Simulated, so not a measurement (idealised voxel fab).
process module | voxel gate over fins
cross-section cut | 250 nm wide | cells 5 nm
A cross-section is a grid of square cells, given in bands from the top down. A band is one or more rows of cells.
Each band's line starts with the height of the band's top and of its bottom, in nm. Then come its materials from left to right, each with its width in nm. One material with "throughout" fills the band from edge to edge. "air" is empty space.
Height 0 is the level under which the wafer as received is all one material. The lowest band goes on downwards, as in "0 down".
A width such as "30 to 40" changes by the same amount from each row of cells to the next, from the band's top row to its bottom row.
"no change" after a step means that no cell of the cross-section changed.
closed voids: empty space of 8 cells or more with no open way to the top, each as width x height at its distance from the left edge, in nm
after a step's settings: what the simulator itself notes on the step
overlay nm, on a step with a mask: how far to the right of its planned place the mask lay; to the left if negative
plan
1 op RECEIVE | material Si
2 op CONFORMAL_DEP | material SiN | thk nm 10
3 op DIRECTIONAL_DEP | material aC | thk nm 15
4 op PATTERN | tone cover | mask id FINS | material resist | width nm 15 | pitch nm 55 | thk nm 35 | overlay nm 0
5 op DIRECTIONAL_ETCH | etch materials aC | depth nm 15
6 op STRIP | etch materials resist
7 op DIRECTIONAL_ETCH | etch materials SiN | depth nm 10
8 op DIRECTIONAL_ETCH | etch materials Si | depth nm 30
9 op STRIP | etch materials aC
10 op OXIDIZE | depth nm 5
11 op FILL_DEP | material SiO2 | thk nm 10
12 op CMP | height nm 10
13 op DIRECTIONAL_DEP | material aC | thk nm 15
14 op PATTERN | tone open | mask id RAIL | material resist | width nm 15 | thk nm 30 | overlay nm 0
15 op DIRECTIONAL_ETCH | etch materials aC | depth nm 15
16 op STRIP | etch materials resist
17 op DIRECTIONAL_ETCH | etch materials SiO2 | depth nm 35
18 op STRIP | etch materials aC
19 op CONFORMAL_DEP | material TiN | thk nm 5
20 op FILL_DEP | material Ru | thk nm 5
21 op CMP | height nm 10
22 op SELECTIVE_ETCH | etch materials W Ru TiN | depth nm 30
23 op FILL_DEP | material SiO2 | thk nm 5
24 op CMP | height nm 10
25 op SELECTIVE_ETCH | etch materials SiO2 | depth nm 20
26 op STRIP | etch materials SiN
27 op CONFORMAL_DEP | material HfO2 | thk nm 5
28 op CONFORMAL_DEP | material TiN | thk nm 5
29 op FILL_DEP | material W | thk nm 15
30 op CMP | height nm 20
31 op CONFORMAL_DEP | material SiN | thk nm 10
varied across the wafers: width nm of step 14. The plan shows the first wafer's value. All wafers start alike
first wafer as received, after step 1
  0 down: Si throughout
  closed voids: none
each wafer at the end: cells of each material gained (+) or lost (-) since it was received, then its closed voids
width nm 15 | +58 HfO2 | -336 Si | +100 SiN | +237 SiO2 | +61 TiN | +180 W | closed voids: none
width nm 20 | +58 HfO2 | -336 Si | +100 SiN | +236 SiO2 | +62 TiN | +180 W | closed voids: none
width nm 25 | +58 HfO2 | -336 Si | +100 SiN | +235 SiO2 | +63 TiN | +180 W | closed voids: none
width nm 30 | +58 HfO2 | -336 Si | +100 SiN | +234 SiO2 | +64 TiN | +180 W | closed voids: none
